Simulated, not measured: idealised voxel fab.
process module | voxel transistor to metal
Square cell edge 5 nm, section width 185 nm, ID cut.
A cross-section in this document is a grid of square cells, and it is written down as bands, the top band listed before the ones below it; a band is made up of one or more rows of cells.
Quick guide to a band line: top height, bottom height (nm) up front; then every material left to right with its width in nm. Only one material and it's marked "edge to edge"? Then it fills the band edge to edge. And "empty" just means empty space.
We count height from 0. Below that, the starting wafer is all one material. The lowest band never ends at the bottom but goes on down; see "0 -> down" for how that is written.
Width "30->40": first value at the band's top row of cells, second value at its bottom row, equal change from row to row.
"stayed the same" after a step means that no cell of the cross-section changed.
"closed voids" specifies each empty space that is not open to the top and that occupies no fewer than 8 cells, using the form width x height at distance, the distance measured from the left edge and all three quantities in nm.
On a step's line, text after the settings is the simulator commenting on that step.
For masked steps, "overlay nm" on the step line gives how far right of plan the mask actually lay; a minus sign means it lay to the left.
## The planned process steps are enumerated hereunder
1: RECEIVE, material Si
2: OXIDIZE, depth nm 5
3: CONFORMAL_DEP, material SiN, thk nm 15
4: MASKED_ETCH, tone cover, mask id ACTIVE, width nm 120, etch materials SiN, depth nm 15, overlay nm 0
5: MASKED_ETCH, tone cover, mask id ACTIVE, width nm 130, etch materials SiO2, depth nm 5, overlay nm 0
6: MASKED_ETCH, tone cover, mask id ACTIVE, width nm 130, etch materials Si, depth nm 35, overlay nm 0
7: FILL_DEP, material SiO2, thk nm 10
8: CMP, height nm 15
9: SELECTIVE_ETCH, etch materials SiO2, depth nm 10
10: STRIP, etch materials SiN
11: SELECTIVE_ETCH, etch materials SiO2, depth nm 5
12: OXIDIZE, depth nm 5
13: DIRECTIONAL_DEP, material polySi, thk nm 25
14: DIRECTIONAL_DEP, material SiCN, thk nm 10
15: DIRECTIONAL_DEP, material aC, thk nm 15
16: PATTERN, tone cover, mask id GATE, material resist, width nm 30, thk nm 30, overlay nm 0
17: DIRECTIONAL_ETCH, etch materials aC, depth nm 15
18: STRIP, etch materials resist
19: DIRECTIONAL_ETCH, etch materials SiCN, depth nm 20
20: DIRECTIONAL_ETCH, etch materials polySi, depth nm 35
21: STRIP, etch materials aC
22: CONFORMAL_DEP, material SiO2, thk nm 5
23: DIRECTIONAL_ETCH, etch materials SiO2, depth nm 5
24: CONFORMAL_DEP, material SiN, thk nm 10
25: DIRECTIONAL_ETCH, etch materials SiN, depth nm 10
26: DIRECTIONAL_ETCH, etch materials SiO2, depth nm 5
27: DIRECTIONAL_ETCH, etch materials Si, depth nm 5
28: EPI, material pSi, thk nm 5
29: FILL_DEP, material SiO2, thk nm 10
30: CMP, height nm 20
31: STRIP, etch materials polySi
32: SELECTIVE_ETCH, etch materials SiO2, depth nm 5
33: CONFORMAL_DEP, material HfO2, thk nm 5
34: CONFORMAL_DEP, material TiN, thk nm 5
35: FILL_DEP, material W, thk nm 5
36: CMP, height nm 15
37: DIRECTIONAL_DEP, material SiO2, thk nm 10
38: PATTERN, tone open, mask id CONTACT, material resist, width nm 20, pitch nm 90, thk nm 20, overlay nm 0
39: DIRECTIONAL_ETCH, etch materials SiO2, depth nm 35
40: STRIP, etch materials resist
41: CONFORMAL_DEP, material TiN, thk nm 5
42: FILL_DEP, material Ru, thk nm 5
43: CMP, height nm 25
44: DIRECTIONAL_DEP, material TiN, thk nm 5
45: DIRECTIONAL_DEP, material Ru, thk nm 20
46: MASKED_ETCH, tone cover, mask id METAL_1, width nm 20, pitch nm 90, etch materials Ru, depth nm 20, overlay nm 0
47: MASKED_ETCH, tone cover, mask id METAL_1, width nm 20, pitch nm 90, etch materials TiN, depth nm 5, overlay nm 0
48: FILL_DEP, material SiO2, thk nm 5
49: CMP, height nm 50
50: CONFORMAL_DEP, material SiN, thk nm 5
Quick note for whoever runs this: the wafers start identical, but the width nm at step 4 isn't the same across them. The plan just shows what the first wafer had.
## The first of several wafers, as received after step 1, seen in section
- 0 -> down  Si edge to edge
- closed voids: none
## Below, a row for every wafer. Read it as the end-of-module picture: for each material the wafer shows its cells gained (+) or lost (-) since it was received, and then its closed voids
width nm 120 | +16 HfO2 | +50 Ru | -148 Si | +57 SiN | +356 SiO2 | +52 TiN | +12 W | +12 pSi | closed voids: none
width nm 125 | +16 HfO2 | +52 Ru | -149 Si | +57 SiN | +354 SiO2 | +52 TiN | +12 W | +13 pSi | closed voids: none
width nm 130 | +16 HfO2 | +54 Ru | -150 Si | +57 SiN | +352 SiO2 | +52 TiN | +12 W | +14 pSi | closed voids: none
width nm 135 | +16 HfO2 | +55 Ru | -145 Si | +57 SiN | +345 SiO2 | +52 TiN | +12 W | +15 pSi | closed voids: none
width nm 140 | +16 HfO2 | +56 Ru | -140 Si | +57 SiN | +338 SiO2 | +52 TiN | +12 W | +16 pSi | closed voids: none
width nm 145 | +16 HfO2 | +56 Ru | -135 Si | +57 SiN | +332 SiO2 | +52 TiN | +12 W | +17 pSi | closed voids: none
